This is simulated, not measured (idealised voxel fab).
process module | voxel air gaps
cross-section cut | 185 nm wide | cells 5 nm
A cross-section is a grid of square cells, given in bands from the top down. A band is one or more rows of cells.
Each band's line starts with the height of the band's top and of its bottom, in nm. Then come its materials from left to right, each with its width in nm. One material with "throughout" fills the band from edge to edge. "air" is empty space.
Height 0 is the level under which the wafer as received is all one material. The lowest band goes on downwards, as in "0 down".
A width such as "30 to 40" changes by the same amount from each row of cells to the next, from the band's top row to its bottom row.
"no change" after a step means that no cell of the cross-section changed.
closed voids: empty space of 8 cells or more with no open way to the top, each as width x height at its distance from the left edge, in nm
after a step's settings: what the simulator itself notes on the step
overlay nm, on a step with a mask: how far to the right of its planned place the mask lay; to the left if negative
plan
1 op RECEIVE | material Si
2 op CONFORMAL_DEP | material SiO2 | thk nm 10
3 op CONFORMAL_DEP | material SiN | thk nm 5
4 op DIRECTIONAL_DEP | material lowk | thk nm 40
5 op PATTERN | tone open | mask id LINES | material resist | width nm 15 | pitch nm 40 | thk nm 15 | overlay nm 0
6 op DIRECTIONAL_ETCH | etch materials lowk | depth nm 40
7 op STRIP | etch materials resist
8 op CONFORMAL_DEP | material TiN | thk nm 5
9 op FILL_DEP | material Ru | thk nm 10
10 op CMP | height nm 55
11 op EPI | material Ru | thk nm 10
12 op SELECTIVE_ETCH | etch materials lowk | depth nm 50
13 op CONFORMAL_DEP | material SiCN | thk nm 5
as received, after step 1
  0 down: Si throughout
  closed voids: none
a wafer at the end: this start, this plan, one mistake
  65 to 60: air 30 | SiCN 125 | air 30
  60 to 50: air 30 | SiCN 5 | Ru 35 | SiCN 5 | Ru 35 | SiCN 5 | Ru 35 | SiCN 5 | air 30
  50 to 45: air 30 | SiCN 15 | TiN 5 | Ru 5 | TiN 5 | SiCN 25 | TiN 5 | Ru 5 | TiN 5 | SiCN 25 | TiN 5 | Ru 5 | TiN 5 | SiCN 15 | air 30
  45 to 20: air 40 | SiCN 5 | TiN 5 | Ru 5 | TiN 5 | SiCN 5 | air 15 | SiCN 5 | TiN 5 | Ru 5 | TiN 5 | SiCN 5 | air 15 | SiCN 5 | TiN 5 | Ru 5 | TiN 5 | SiCN 5 | air 40
  20 to 15: SiCN 45 | TiN 15 | SiCN 25 | TiN 15 | SiCN 25 | TiN 15 | SiCN 45
  15 to 10: SiN throughout
  10 to 0: SiO2 throughout
  0 down: Si throughout
  closed voids: 15 x 25 at 65; 15 x 25 at 105
what went wrong: step 10 ran as: op CMP | height nm 50
